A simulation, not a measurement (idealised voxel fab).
Title: Process Module voxel ribs on slabs
Pictured: cross-section cut, 150 nm wide, on a grid of 5 nm square cells.
Format of a cross-section: grid, square cells. Given as bands. Order: top down. Band: one or more rows of cells. Heads up on the band format: heights come first, top then bottom, in nm. After that it's the materials left to right, each with its width in nm. A single material flagged "all across" fills the whole band edge to edge, and "empty" means there's empty space there. Height 0 is the level under which the wafer as received is all one material. The lowest band goes on downwards, as in "0 -> down". So if you see something like "30 to 40" for the width, read it as the top row of the band sitting at the first number and the bottom row at the second, with every row in between moving by the same amount as the last. "same as before" -> step changed no cross-section cell. Enclosed voids (no open way to top), threshold 8 cells or more, entry "Completely enclosed voids", notation width x height at distance, distance from left edge, nm. Past the settings on a step's line: simulator remark, on that step. overlay nm: mask offset rightward from planned place, masked step; negative means leftward offset.
**Process steps (planned)**
1,RECEIVE [material Si]
2,DIRECTIONAL_DEP [material SiO2] [thk nm 30]
3,DIRECTIONAL_DEP [material polySi] [thk nm 20]
4,DIRECTIONAL_DEP [material aC] [thk nm 15]
5,PATTERN [tone cover] [mask id RIB] [material resist] [width nm 20] [thk nm 30] [overlay nm 0]
6,DIRECTIONAL_ETCH [etch materials aC] [depth nm 15]
7,STRIP [etch materials resist]
8,DIRECTIONAL_ETCH [etch materials polySi] [depth nm 15]
9,STRIP [etch materials aC]
10,PATTERN [tone cover] [mask id SLAB] [material resist] [width nm 60] [thk nm 15] [overlay nm 0]
11,DIRECTIONAL_ETCH [etch materials polySi] [depth nm 5]
12,STRIP [etch materials resist]
13,FILL_DEP [material SiO2] [thk nm 25]
14,CMP [height nm 65]
15,DIRECTIONAL_DEP [material W] [thk nm 5]
16,PATTERN [tone cover] [mask id HEATER] [material resist] [width nm 30] [thk nm 15] [overlay nm 0]
17,DIRECTIONAL_ETCH [etch materials W] [depth nm 5]
18,STRIP [etch materials resist]
19,CONFORMAL_DEP [material SiO2] [thk nm 5]
**Cross-section, incoming material, after step 1**
  0 -> down = Si all across
  Completely enclosed voids: none
**Cross-section, end of module. Start: as above. Plan: as above. Execution: one mistake**
  75 -> 70 = 60 nm empty, 30 nm SiO2, 60 nm empty
  70 -> 65 = 65 nm SiO2, 20 nm W, 65 nm SiO2
  65 -> 50 = SiO2 all across
  50 -> 35 = 65 nm SiO2, 20 nm polySi, 65 nm SiO2
  35 -> 30 = 45 nm SiO2, 60 nm polySi, 45 nm SiO2
  30 -> 0 = SiO2 all across
  0 -> down = Si all across
  Completely enclosed voids: none
Plan not followed: note that step 16 departed from the planned setting and was carried out as PATTERN [tone cover] [mask id HEATER] [material resist] [width nm 20] [thk nm 15] [overlay nm 0]
